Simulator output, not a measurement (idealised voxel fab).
Herein follows the process module entitled voxel local oxidation.
Xsec cut, 185 nm wide, square cell size 5 nm.
Think of the cross-section as a grid of square cells. We describe it in bands, top to bottom, and each band covers one or more rows of those cells. It is stipulated that each band's entry specify, in nanometres, the height of the top of the band and then that of its bottom, followed by the materials of the band in left-to-right sequence, each together with its width in nanometres. A single material marked by the word "throughout" is understood to fill the band from edge to edge; the word "empty" is understood to denote empty space. For the purposes of this specification, 0 denotes the height below which the wafer in its as-received condition is composed wholly of one material, and the lowermost band, lacking a lower limit, extends downward without end, as expressed in "0 nm and below". The expression "30->40" gives the width at the extremes of the band, the first number at its top row of cells and the second at its bottom row, with the width changing by equal amounts from each row to the next in between. Key: "left unchanged" - step with no changed cell in the cross-section. "Closed voids list" lists enclosed empty spaces (at least 8 cells, no open path upward to the top), each as width x height at distance from the left edge, in nm. Whatever follows a step's settings on its line is a remark the simulator itself makes about that step. overlay nm: mask offset rightward from planned place, masked step; negative means leftward offset.

Process steps - plan:
1 RECEIVE (material Si)
2 CONFORMAL_DEP (material SiO2; thk nm 5)
3 CONFORMAL_DEP (material SiN; thk nm 10)
4 MASKED_ETCH (tone cover; mask id ACTIVE; width nm 80; etch materials SiN; depth nm 10; overlay nm 0)
5 SELECTIVE_ETCH (etch materials SiO2; depth nm 5)
6 OXIDIZE (depth nm 10)
7 STRIP (etch materials SiN)
Quick note for whoever runs this: the wafers start identical, but the width nm at step 4 isn't the same across them. The plan just shows what the first wafer had.

Here's the first of the wafers in cross-section, just as we got it, i.e. after step 1:
	0 nm and below  Si throughout
	Closed voids list: none

Tabulated below, wafer by wafer, are the end-of-module results: for each material, the number of cells gained (+) or lost (-) relative to the as-received state, followed by the closed voids:
width nm 80; -54 Si; +68 SiO2; Closed voids list: none
width nm 85; -52 Si; +67 SiO2; Closed voids list: none
width nm 90; -50 Si; +66 SiO2; Closed voids list: none
width nm 95; -48 Si; +65 SiO2; Closed voids list: none
width nm 100; -46 Si; +64 SiO2; Closed voids list: none
width nm 105; -44 Si; +63 SiO2; Closed voids list: none
